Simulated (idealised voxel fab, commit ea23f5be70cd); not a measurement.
You're looking at the process module voxel quadruple lines.
It is cross-section cut that appears here, measuring 265 nm in width, its square cells being 5 nm in size.
A cross-section is a grid of square cells, given in bands from the top down. A band is one or more rows of cells. Basically the band line says how high the top is and how high the bottom is, in nm, and then what's in it from left to right, every material with its width in nm. Empty space shows up as "air", and if a single material carries "all across" it runs the full band edge to edge. Note: height 0 marks the level under which the wafer is uniformly one material as received. Lowest band unbounded below, written "from 0 down". Width "30->40": first value at the band's top row of cells, second value at its bottom row, equal change from row to row. Step note "no change" = no cross-section cell changed. Closed-off voids of 8+ cells (no open route to the top) go in "Closed voids list", written width x height at distance from the left edge, in nm. That trailing text on a step's line, after the settings, is the simulator's own remark on the step. Regarding "overlay nm": on a step with a mask, it is the distance the mask lay to the right of its planned place; a negative value places it to the left.
# Listed below are the process steps as planned
1,RECEIVE, material Si
2,CONFORMAL_DEP, material SiO2, thk nm 5
3,DIRECTIONAL_DEP, material W, thk nm 10
4,DIRECTIONAL_DEP, material polySi, thk nm 20
5,DIRECTIONAL_DEP, material aC, thk nm 20
6,PATTERN, tone cover, mask id MANDREL, material resist, width nm 25, pitch nm 80, thk nm 25, overlay nm 0
7,DIRECTIONAL_ETCH, etch materials aC, depth nm 20
8,STRIP, etch materials resist
9,CONFORMAL_DEP, material SiO2, thk nm 15
10,DIRECTIONAL_ETCH, etch materials SiO2, depth nm 15
11,STRIP, etch materials aC
12,DIRECTIONAL_ETCH, etch materials polySi, depth nm 20
13,STRIP, etch materials SiO2
14,CONFORMAL_DEP, material SiN, thk nm 5
15,DIRECTIONAL_ETCH, etch materials SiN, depth nm 5
16,STRIP, etch materials polySi
17,DIRECTIONAL_ETCH, etch materials W, depth nm 10
18,STRIP, etch materials SiN
19,FILL_DEP, material lowk, thk nm 10
20,CMP, height nm 15
# First of two wafers - as planned
# So this is the incoming wafer in cross-section - it's already been through step 1
* from 0 down | Si all across
* Closed voids list: none
# Cross-section: wafer state after step 2
* from 5 to 0 | SiO2 all across
* Beneath the level 0, the cross-section is identical to its previous state.
# Cross-section: wafer state after step 3
* from 15 to 5 | W all across
* Beneath the level 5, the cross-section is identical to its previous state.
# Cross-section: wafer state after step 4
* from 35 to 15 | polySi all across
* Beneath the level 15, the cross-section is identical to its previous state.
# Cross-section: wafer state after step 5
* from 55 to 35 | aC all across
* Beneath the level 35, the cross-section is identical to its previous state.
# Cross-section: wafer state after step 6
* from 80 to 55 | air (80)  resist (25)  air (55)  resist (25)  air (80)
* Beneath the level 55, the cross-section is identical to its previous state.
# Cross-section: wafer state after step 7
* from 60 to 55 | air (80)  resist (25)  air (55)  resist (25)  air (80)
* from 55 to 35 | air (80)  aC (25)  air (55)  aC (25)  air (80)
* Beneath the level 35, the cross-section is identical to its previous state.
# Cross-section: wafer state after step 8
* from 55 to 35 | air (80)  aC (25)  air (55)  aC (25)  air (80)
* Beneath the level 35, the cross-section is identical to its previous state.
# Cross-section: wafer state after step 9
* from 70 to 55 | air (65)  SiO2 (55)  air (25)  SiO2 (55)  air (65)
* from 55 to 50 | air (65)  SiO2 (15)  aC (25)  SiO2 (15)  air (25)  SiO2 (15)  aC (25)  SiO2 (15)  air (65)
* from 50 to 35 | SiO2 (80)  aC (25)  SiO2 (55)  aC (25)  SiO2 (80)
* Beneath the level 35, the cross-section is identical to its previous state.
# Cross-section: wafer state after step 10
* from 55 to 35 | air (65)  SiO2 (15)  aC (25)  SiO2 (15)  air (25)  SiO2 (15)  aC (25)  SiO2 (15)  air (65)
* Beneath the level 35, the cross-section is identical to its previous state.
# Cross-section: wafer state after step 11
* from 55 to 35 | air (65)  SiO2 (15)  air (25)  SiO2 (15)  air (25)  SiO2 (15)  air (25)  SiO2 (15)  air (65)
* Beneath the level 35, the cross-section is identical to its previous state.
# Cross-section: wafer state after step 12
* from 55 to 35 | air (65)  SiO2 (15)  air (25)  SiO2 (15)  air (25)  SiO2 (15)  air (25)  SiO2 (15)  air (65)
* from 35 to 15 | air (65)  polySi (15)  air (25)  polySi (15)  air (25)  polySi (15)  air (25)  polySi (15)  air (65)
* Beneath the level 15, the cross-section is identical to its previous state.
# Cross-section: wafer state after step 13
* from 35 to 15 | air (65)  polySi (15)  air (25)  polySi (15)  air (25)  polySi (15)  air (25)  polySi (15)  air (65)
* Beneath the level 15, the cross-section is identical to its previous state.
# Cross-section: wafer state after step 14
* from 40 to 35 | air (60)  SiN (25)  air (15)  SiN (25)  air (15)  SiN (25)  air (15)  SiN (25)  air (60)
* from 35 to 20 | air (60)  SiN (5)  polySi (15)  SiN (5)  air (15)  SiN (5)  polySi (15)  SiN (5)  air (15)  SiN (5)  polySi (15)  SiN (5)  air (15)  SiN (5)  polySi (15)  SiN (5)  air (60)
* from 20 to 15 | SiN (65)  polySi (15)  SiN (25)  polySi (15)  SiN (25)  polySi (15)  SiN (25)  polySi (15)  SiN (65)
* Beneath the level 15, the cross-section is identical to its previous state.
# Cross-section: wafer state after step 15
* from 35 to 15 | air (60)  SiN (5)  polySi (15)  SiN (5)  air (15)  SiN (5)  polySi (15)  SiN (5)  air (15)  SiN (5)  polySi (15)  SiN (5)  air (15)  SiN (5)  polySi (15)  SiN (5)  air (60)
* Beneath the level 15, the cross-section is identical to its previous state.
# Cross-section: wafer state after step 16
* from 35 to 15 | air (60)  SiN (5)  air (15)  SiN (5)  air (15)  SiN (5)  air (15)  SiN (5)  air (15)  SiN (5)  air (15)  SiN (5)  air (15)  SiN (5)  air (15)  SiN (5)  air (60)
* Beneath the level 15, the cross-section is identical to its previous state.
# Cross-section: wafer state after step 17
* from 35 to 15 | air (60)  SiN (5)  air (15)  SiN (5)  air (15)  SiN (5)  air (15)  SiN (5)  air (15)  SiN (5)  air (15)  SiN (5)  air (15)  SiN (5)  air (15)  SiN (5)  air (60)
* from 15 to 5 | air (60)  W (5)  air (15)  W (5)  air (15)  W (5)  air (15)  W (5)  air (15)  W (5)  air (15)  W (5)  air (15)  W (5)  air (15)  W (5)  air (60)
* Beneath the level 5, the cross-section is identical to its previous state.
# Cross-section: wafer state after step 18
* from 15 to 5 | air (60)  W (5)  air (15)  W (5)  air (15)  W (5)  air (15)  W (5)  air (15)  W (5)  air (15)  W (5)  air (15)  W (5)  air (15)  W (5)  air (60)
* Beneath the level 5, the cross-section is identical to its previous state.
# Cross-section: wafer state after step 19
* from 25 to 15 | lowk all across
* from 15 to 5 | lowk (60)  W (5)  lowk (15)  W (5)  lowk (15)  W (5)  lowk (15)  W (5)  lowk (15)  W (5)  lowk (15)  W (5)  lowk (15)  W (5)  lowk (15)  W (5)  lowk (60)
* Beneath the level 5, the cross-section is identical to its previous state.
# Cross-section: wafer state after step 20
* from 15 to 5 | lowk (60)  W (5)  lowk (15)  W (5)  lowk (15)  W (5)  lowk (15)  W (5)  lowk (15)  W (5)  lowk (15)  W (5)  lowk (15)  W (5)  lowk (15)  W (5)  lowk (60)
* Beneath the level 5, the cross-section is identical to its previous state.
# Okay, second wafer. Nothing different at the start, nothing different in the plan, just one mistake somewhere in the running. As far as step 19, counting that step, it's the first wafer all over again
# Cross-section of the second wafer corresponding to the planned conclusion of step 20
* from 10 to 5 | lowk (60)  W (5)  lowk (15)  W (5)  lowk (15)  W (5)  lowk (15)  W (5)  lowk (15)  W (5)  lowk (15)  W (5)  lowk (15)  W (5)  lowk (15)  W (5)  lowk (60)
* Beneath the level 5, the cross-section is identical to its previous state.
Where did the run depart from the plan? step 20, actual vs plan mismatch, actual run CMP, height nm 10
Wrapping up, a cell-based count of both wafers puts the second over or under the first for these materials: -8 W | -45 lowk
